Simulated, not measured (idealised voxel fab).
The document below concerns the process module designated voxel lift off.
Square cells of 5 nm make up the cross-section cut, whose width is 295 nm.
We lay out every cross-section as a grid of square cells and spell it out in bands from the top down, where one band means one or more rows of cells. In this notation a band is specified by the heights of its top and bottom, in that order and in nm, after which its materials appear from left to right, each paired with its width in nm. The word "everywhere" attached to a single material means that material fills the band from edge to edge; the word "empty" stands for empty space. Where do heights start? At 0: under that level the wafer as delivered is made of one material only. And the lowest band has no floor; it just carries on downward, as in "top 0, no bottom". A width such as "30 to 40" changes by the same amount from each row of cells to the next, from the band's top row to its bottom row. It should be understood that the words "no modifications", when stated for a given step, signify that the cross-section underwent no change in any of its cells during that step. So "Trapped voids" is basically the list of trapped voids: any empty space of 8 cells or more that can't reach the top through an opening. They're written width x height at distance, the distance being from the left edge, and it's all nm. What comes after the settings on a step's line is commentary from the simulator itself on that step. The setting "overlay nm" may be written on the line of a step. When the step uses a mask, the value reports how far to the right of the planned place the mask lay, and a negative value reports that it lay to the left.
# Process steps - plan
step 1: RECEIVE (material Si)
step 2: CONFORMAL_DEP (material Al2O3; thk nm 15)
step 3: PATTERN (tone open; mask id LINES; material resist; width nm 30; pitch nm 55; thk nm 15; overlay nm 0)
step 4: DIRECTIONAL_DEP (material Ru; thk nm 5)
step 5: STRIP (etch materials resist)
step 6: CONFORMAL_DEP (material SiO2; thk nm 10)
# Cross-section of the wafer as it came to us, i.e., already through step 1
top 0, no bottom | Si everywhere
Trapped voids: none
# Starting wafer: above. Plan: above. Run: one mistake. Cross-section after the module: below
top 45, bottom 40 | empty=65; SiO2=50; empty=5; SiO2=50; empty=5; SiO2=50; empty=70
top 40, bottom 35 | SiO2 everywhere
top 35, bottom 30 | SiO2=75; Ru=30; SiO2=25; Ru=30; SiO2=25; Ru=30; SiO2=80
top 30, bottom 0 | Al2O3 everywhere
top 0, no bottom | Si everywhere
Trapped voids: none
Short version of what went wrong: plan step 2 was twice executed
